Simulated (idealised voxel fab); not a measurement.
Proc. module: voxel air gaps
The width of the displayed cross-section, cut, is 195 nm; its cells are square, with a size of 5 nm.
Cross-section, as written here: a square-cell grid given band by band from the top down, where a band holds one or more rows of cells.
Per band: top height and bottom height in nm, followed by the left-to-right materials and their widths in nm; "full width" marks a single material spanning edge to edge, "blank" marks empty space.
Basically, 0 is our baseline, since under it the wafer straight out of the box is all one material. The bottom band has no lower end and keeps on going down, so it looks like "top 0, no bottom".
A width such as "30 to 40" changes by the same amount from each row of cells to the next, from the band's top row to its bottom row.
It should be understood that the words "everything unchanged", when stated for a given step, signify that the cross-section underwent no change in any of its cells during that step.
Empty spaces counting at least 8 cells and having no open way to the top are listed in "Enclosed empty spaces". The notation width x height at distance is used for each, the distance being from the left edge and all three values in nm.
Note: text after step settings on the step line = simulator remark on that step.
The optional step-line setting "overlay nm" applies to steps with a mask and quantifies how far to the right of its planned location the mask lay, a negative value indicating leftward placement.

# This section lists the process steps that were planned
1) op RECEIVE | material Si
2) op CONFORMAL_DEP | material SiO2 | thk nm 15
3) op CONFORMAL_DEP | material SiN | thk nm 5
4) op DIRECTIONAL_DEP | material SiO2 | thk nm 40
5) op DIRECTIONAL_DEP | material aC | thk nm 15
6) op PATTERN | tone open | mask id LINES | material resist | width nm 15 | pitch nm 45 | thk nm 35 | overlay nm 0
7) op DIRECTIONAL_ETCH | etch materials aC | depth nm 15
8) op STRIP | etch materials resist
9) op DIRECTIONAL_ETCH | etch materials SiO2 | depth nm 40
10) op STRIP | etch materials aC
11) op CONFORMAL_DEP | material TiN | thk nm 5
12) op FILL_DEP | material W | thk nm 5
13) op CMP | height nm 60
14) op EPI | material Ru | thk nm 10
15) op SELECTIVE_ETCH | etch materials SiO2 | depth nm 50
16) op CONFORMAL_DEP | material SiN | thk nm 5

# Cross-sectional view of the wafer in its as-received condition, corresponding to the state after step 1
  top 0, no bottom: Si full width
  Enclosed empty spaces: none

# The first of two wafers, cross-sectioned at the end of the module, with the run proceeding as planned
  top 75, bottom 70: blank 30 / SiN 135 / blank 30
  top 70, bottom 60: blank 30 / SiN 5 / Ru 35 / SiN 10 / Ru 35 / SiN 10 / Ru 35 / SiN 5 / blank 30
  top 60, bottom 55: blank 30 / SiN 15 / TiN 5 / W 5 / TiN 5 / SiN 30 / TiN 5 / W 5 / TiN 5 / SiN 30 / TiN 5 / W 5 / TiN 5 / SiN 15 / blank 30
  top 55, bottom 25: blank 40 / SiN 5 / TiN 5 / W 5 / TiN 5 / SiN 5 / blank 20 / SiN 5 / TiN 5 / W 5 / TiN 5 / SiN 5 / blank 20 / SiN 5 / TiN 5 / W 5 / TiN 5 / SiN 5 / blank 40
  top 25, bottom 20: SiN 45 / TiN 15 / SiN 30 / TiN 15 / SiN 30 / TiN 15 / SiN 45
  top 20, bottom 15: SiN full width
  top 15, bottom 0: SiO2 full width
  top 0, no bottom: Si full width
  Enclosed empty spaces: 20 x 30 at 65; 20 x 30 at 110

# Presented here is a cross-section of the second of the two wafers as it stood at the end of the module. It was started in the same manner and assigned the same plan as the first wafer; however, one mistake was made in its execution
  top 75, bottom 70: blank 30 / SiN 140 / blank 25
  top 70, bottom 60: blank 30 / SiN 5 / Ru 40 / SiN 5 / Ru 40 / SiN 5 / Ru 40 / SiN 5 / blank 25
  top 60, bottom 55: blank 30 / SiN 15 / TiN 5 / W 10 / TiN 5 / SiN 25 / TiN 5 / W 10 / TiN 5 / SiN 25 / TiN 5 / W 10 / TiN 5 / SiN 15 / blank 25
  top 55, bottom 25: blank 40 / SiN 5 / TiN 5 / W 10 / TiN 5 / SiN 5 / blank 15 / SiN 5 / TiN 5 / W 10 / TiN 5 / SiN 5 / blank 15 / SiN 5 / TiN 5 / W 10 / TiN 5 / SiN 5 / blank 35
  top 25, bottom 20: SiN 45 / TiN 20 / SiN 25 / TiN 20 / SiN 25 / TiN 20 / SiN 40
  top 20, bottom 15: SiN full width
  top 15, bottom 0: SiO2 full width
  top 0, no bottom: Si full width
  Enclosed empty spaces: 15 x 30 at 70; 15 x 30 at 115
The mistake made against the process plan was this: the process deviated at step 6: the operation and settings actually run there were op PATTERN | tone open | mask id LINES | material resist | width nm 20 | pitch nm 45 | thk nm 35 | overlay nm 0
FYI, end of process, the second wafer has more or fewer cells of some materials than the first: +6 Ru | -8 SiN | +3 TiN | +21 W
